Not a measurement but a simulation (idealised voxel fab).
Title: Process Module voxel trench capacitor
It is cross-section cut that appears here, measuring 225 nm in width, its square cells being 5 nm in size.
Cross-sections here: square-cell grids, written as top-down lists of bands, a band being one or more rows of cells. Heads up on the band format: heights come first, top then bottom, in nm. After that it's the materials left to right, each with its width in nm. A single material flagged "full width" fills the whole band edge to edge, and "blank" means there's empty space there. It should be noted that heights are counted from 0, beneath which the wafer as supplied is of one material throughout, and that the lowest band possesses no lower boundary but continues downward, as written in "z 0 and below". The notation "30->40" denotes a width that varies across the rows of cells in the band, beginning at the first number in the top row, finishing at the second number in the bottom row, and changing by an identical amount from each row to the next. "no modifications" means the step left every cell of the cross-section as it was. The list in "Fully sealed voids" covers empty spaces of 8 cells or more that cannot reach the top through any open way, and it gives each as width x height at distance; the distance is from the left edge, and width, height and distance are in nm. Step line, after settings: the simulator's comment on this step. The line of a step may include "overlay nm". On a step with a mask, this value is how far to the right of its planned place the mask lay. A negative value means the mask lay to the left.
Process steps foreseen in the plan:
step 1: RECEIVE | material Si
step 2: CONFORMAL_DEP | material SiN | thk nm 5
step 3: PATTERN | tone open | mask id TRENCH | material resist | width nm 25 | pitch nm 50 | thk nm 20 | overlay nm 0
step 4: DIRECTIONAL_ETCH | etch materials SiN | depth nm 5
step 5: DIRECTIONAL_ETCH | etch materials Si | depth nm 35
step 6: STRIP | etch materials resist
step 7: CONFORMAL_DEP | material Al2O3 | thk nm 5
step 8: FILL_DEP | material polySi | thk nm 5
step 9: CMP | height nm 5
Concerning the first of two wafers, which was run in accordance with the plan:
Cross-section: wafer on arrival = after step 1:
	z 0 and below | Si full width
	Fully sealed voids: none
Presented here is a cross-section of the wafer after step 2 has been performed:
	z 5 to 0 | SiN full width
	Lower than 0, everything is as it was.
Presented here is a cross-section of the wafer after step 3 has been performed:
	z 25 to 5 | resist (50), then blank (25), then resist (25), then blank (25), then resist (25), then blank (25), then resist (50)
	Lower than 5, everything is as it was.
Presented here is a cross-section of the wafer after step 4 has been performed:
	z 25 to 5 | resist (50), then blank (25), then resist (25), then blank (25), then resist (25), then blank (25), then resist (50)
	z 5 to 0 | SiN (50), then blank (25), then SiN (25), then blank (25), then SiN (25), then blank (25), then SiN (50)
	Lower than 0, everything is as it was.
Presented here is a cross-section of the wafer after step 5 has been performed:
	z 25 to 5 | resist (50), then blank (25), then resist (25), then blank (25), then resist (25), then blank (25), then resist (50)
	z 5 to 0 | SiN (50), then blank (25), then SiN (25), then blank (25), then SiN (25), then blank (25), then SiN (50)
	z 0 to -35 | Si (50), then blank (25), then Si (25), then blank (25), then Si (25), then blank (25), then Si (50)
	Lower than -35, everything is as it was.
Presented here is a cross-section of the wafer after step 6 has been performed:
	z 5 to 0 | SiN (50), then blank (25), then SiN (25), then blank (25), then SiN (25), then blank (25), then SiN (50)
	Lower than 0, everything is as it was.
Presented here is a cross-section of the wafer after step 7 has been performed:
	z 10 to 5 | Al2O3 (55), then blank (15), then Al2O3 (35), then blank (15), then Al2O3 (35), then blank (15), then Al2O3 (55)
	z 5 to 0 | SiN (50), then Al2O3 (5), then blank (15), then Al2O3 (5), then SiN (25), then Al2O3 (5), then blank (15), then Al2O3 (5), then SiN (25), then Al2O3 (5), then blank (15), then Al2O3 (5), then SiN (50)
	z 0 to -30 | Si (50), then Al2O3 (5), then blank (15), then Al2O3 (5), then Si (25), then Al2O3 (5), then blank (15), then Al2O3 (5), then Si (25), then Al2O3 (5), then blank (15), then Al2O3 (5), then Si (50)
	z -30 to -35 | Si (50), then Al2O3 (25), then Si (25), then Al2O3 (25), then Si (25), then Al2O3 (25), then Si (50)
	Lower than -35, everything is as it was.
Presented here is a cross-section of the wafer after step 8 has been performed:
	z 15 to 10 | polySi full width
	z 10 to 5 | Al2O3 (55), then polySi (15), then Al2O3 (35), then polySi (15), then Al2O3 (35), then polySi (15), then Al2O3 (55)
	z 5 to 0 | SiN (50), then Al2O3 (5), then polySi (15), then Al2O3 (5), then SiN (25), then Al2O3 (5), then polySi (15), then Al2O3 (5), then SiN (25), then Al2O3 (5), then polySi (15), then Al2O3 (5), then SiN (50)
	z 0 to -30 | Si (50), then Al2O3 (5), then polySi (15), then Al2O3 (5), then Si (25), then Al2O3 (5), then polySi (15), then Al2O3 (5), then Si (25), then Al2O3 (5), then polySi (15), then Al2O3 (5), then Si (50)
	Lower than -30, everything is as it was.
Presented here is a cross-section of the wafer after step 9 has been performed:
	z 5 to 0 | SiN (50), then Al2O3 (5), then polySi (15), then Al2O3 (5), then SiN (25), then Al2O3 (5), then polySi (15), then Al2O3 (5), then SiN (25), then Al2O3 (5), then polySi (15), then Al2O3 (5), then SiN (50)
	Lower than 0, everything is as it was.
The remaining wafer, second of the two, started like the first and was run to the same plan, except that one mistake was made along the way; the two coincide through step 1, inclusive:
Cross-section of the second wafer when, according to plan, step 2 should have finished:
	z 5 to 0 | Al2O3 full width
	Lower than 0, everything is as it was.
Cross-section of the second wafer when, according to plan, step 3 should have finished:
	z 25 to 5 | resist (50), then blank (25), then resist (25), then blank (25), then resist (25), then blank (25), then resist (50)
	Lower than 5, everything is as it was.
Cross-section of the second wafer when, according to plan, step 4 should have finished: no modifications
Cross-section of the second wafer when, according to plan, step 5 should have finished: no modifications
Cross-section of the second wafer when, according to plan, step 6 should have finished:
	z 5 to 0 | Al2O3 full width
	Lower than 0, everything is as it was.
Cross-section of the second wafer when, according to plan, step 7 should have finished:
	z 10 to 0 | Al2O3 full width
	Lower than 0, everything is as it was.
Cross-section of the second wafer when, according to plan, step 8 should have finished:
	z 15 to 10 | polySi full width
	Lower than 10, everything is as it was.
Cross-section of the second wafer when, according to plan, step 9 should have finished:
	z 5 to 0 | Al2O3 full width
	Lower than 0, everything is as it was.
In executing the process, a mistake was made relative to the plan: it should be noted that step 2 was executed with settings other than those planned, the operation and settings actually applied being CONFORMAL_DEP | material Al2O3 | thk nm 5
Per the end-of-run cell counts, the second wafer holds more or fewer of some materials than the first: -12 Al2O3 | +105 Si | -30 SiN | -63 polySi
